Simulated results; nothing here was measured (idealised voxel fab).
process module | voxel ribs on slabs
cross-section cut | 175 nm wide | cells 5 nm
A cross-section is a grid of square cells, given in bands from the top down. A band is one or more rows of cells.
Each band's line starts with the height of the band's top and of its bottom, in nm. Then come its materials from left to right, each with its width in nm. One material with "throughout" fills the band from edge to edge. "air" is empty space.
Height 0 is the level under which the wafer as received is all one material. The lowest band goes on downwards, as in "0 down".
A width such as "30 to 40" changes by the same amount from each row of cells to the next, from the band's top row to its bottom row.
"no change" after a step means that no cell of the cross-section changed.
closed voids: empty space of 8 cells or more with no open way to the top, each as width x height at its distance from the left edge, in nm
after a step's settings: what the simulator itself notes on the step
overlay nm, on a step with a mask: how far to the right of its planned place the mask lay; to the left if negative
plan
1 op RECEIVE | material Si
2 op DIRECTIONAL_DEP | material SiO2 | thk nm 20
3 op DIRECTIONAL_DEP | material polySi | thk nm 15
4 op DIRECTIONAL_DEP | material aC | thk nm 15
5 op PATTERN | tone cover | mask id RIB | material resist | width nm 30 | thk nm 35 | overlay nm 0
6 op DIRECTIONAL_ETCH | etch materials aC | depth nm 15
7 op STRIP | etch materials resist
8 op DIRECTIONAL_ETCH | etch materials polySi | depth nm 10
9 op STRIP | etch materials aC
10 op MASKED_ETCH | tone cover | mask id SLAB | width nm 70 | etch materials polySi | depth nm 5 | overlay nm 0
11 op FILL_DEP | material SiO2 | thk nm 20
12 op CMP | height nm 45
13 op DIRECTIONAL_DEP | material W | thk nm 10
14 op DIRECTIONAL_DEP | material aC | thk nm 15
15 op PATTERN | tone cover | mask id HEATER | material resist | width nm 30 | thk nm 35 | overlay nm 0
16 op DIRECTIONAL_ETCH | etch materials aC | depth nm 15
17 op STRIP | etch materials resist
18 op DIRECTIONAL_ETCH | etch materials W | depth nm 10
19 op STRIP | etch materials aC
20 op CONFORMAL_DEP | material SiO2 | thk nm 10
varied across the wafers: width nm of step 15. The plan shows the first wafer's value. All wafers start alike
first wafer as received, after step 1
  0 down: Si throughout
  closed voids: none
each wafer at the end: cells of each material gained (+) or lost (-) since it was received, then its closed voids
width nm 30 | +367 SiO2 | +12 W | +26 polySi | closed voids: none
width nm 35 | +367 SiO2 | +14 W | +26 polySi | closed voids: none
width nm 40 | +367 SiO2 | +16 W | +26 polySi | closed voids: none
width nm 45 | +367 SiO2 | +18 W | +26 polySi | closed voids: none
width nm 50 | +367 SiO2 | +20 W | +26 polySi | closed voids: none
width nm 55 | +367 SiO2 | +22 W | +26 polySi | closed voids: none
